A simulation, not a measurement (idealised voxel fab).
process module | voxel ribs on slabs
cross-section cut | 200 nm wide | cells 5 nm
A cross-section is a grid of square cells, given in bands from the top down. A band is one or more rows of cells.
Each band's line starts with the height of the band's top and of its bottom, in nm. Then come its materials from left to right, each with its width in nm. One material with "throughout" fills the band from edge to edge. "air" is empty space.
Height 0 is the level under which the wafer as received is all one material. The lowest band goes on downwards, as in "0 down".
A width such as "30 to 40" changes by the same amount from each row of cells to the next, from the band's top row to its bottom row.
"no change" after a step means that no cell of the cross-section changed.
closed voids: empty space of 8 cells or more with no open way to the top, each as width x height at its distance from the left edge, in nm
after a step's settings: what the simulator itself notes on the step
overlay nm, on a step with a mask: how far to the right of its planned place the mask lay; to the left if negative
plan
1 op RECEIVE | material Si
2 op DIRECTIONAL_DEP | material SiO2 | thk nm 20
3 op DIRECTIONAL_DEP | material SiN | thk nm 25
4 op PATTERN | tone cover | mask id RIB | material resist | width nm 20 | thk nm 20 | overlay nm 0
5 op DIRECTIONAL_ETCH | etch materials SiN | depth nm 5
6 op STRIP | etch materials resist
7 op PATTERN | tone cover | mask id SLAB | material resist | width nm 80 | thk nm 15 | overlay nm 0
8 op DIRECTIONAL_ETCH | etch materials SiN | depth nm 20
9 op STRIP | etch materials resist
10 op FILL_DEP | material SiO2 | thk nm 30
11 op CMP | height nm 65
12 op DIRECTIONAL_DEP | material W | thk nm 10
13 op MASKED_ETCH | tone cover | mask id HEATER | width nm 30 | etch materials W | depth nm 10 | overlay nm 0
14 op CONFORMAL_DEP | material SiO2 | thk nm 10
as received, after step 1
  0 down: Si throughout
  closed voids: none
first wafer at the end, as planned
  85 to 75: air 75 | SiO2 50 | air 75
  75 to 65: SiO2 85 | W 30 | SiO2 85
  65 to 45: SiO2 throughout
  45 to 40: SiO2 90 | SiN 20 | SiO2 90
  40 to 20: SiO2 60 | SiN 80 | SiO2 60
  20 to 0: SiO2 throughout
  0 down: Si throughout
  closed voids: none
second wafer at the end: like start, like plan, one mistake
  85 to 75: air 75 | SiO2 50 | air 75
  75 to 65: SiO2 85 | W 30 | SiO2 85
  65 to 45: SiO2 throughout
  45 to 40: SiO2 90 | SiN 20 | SiO2 90
  40 to 20: SiO2 55 | SiN 80 | SiO2 65
  20 to 0: SiO2 throughout
  0 down: Si throughout
  closed voids: none
what went wrong: step 7 ran as: op PATTERN | tone cover | mask id SLAB | material resist | width nm 80 | thk nm 15 | overlay nm -5
at the end the second wafer has, in cells: as many of each material as the first, in other places
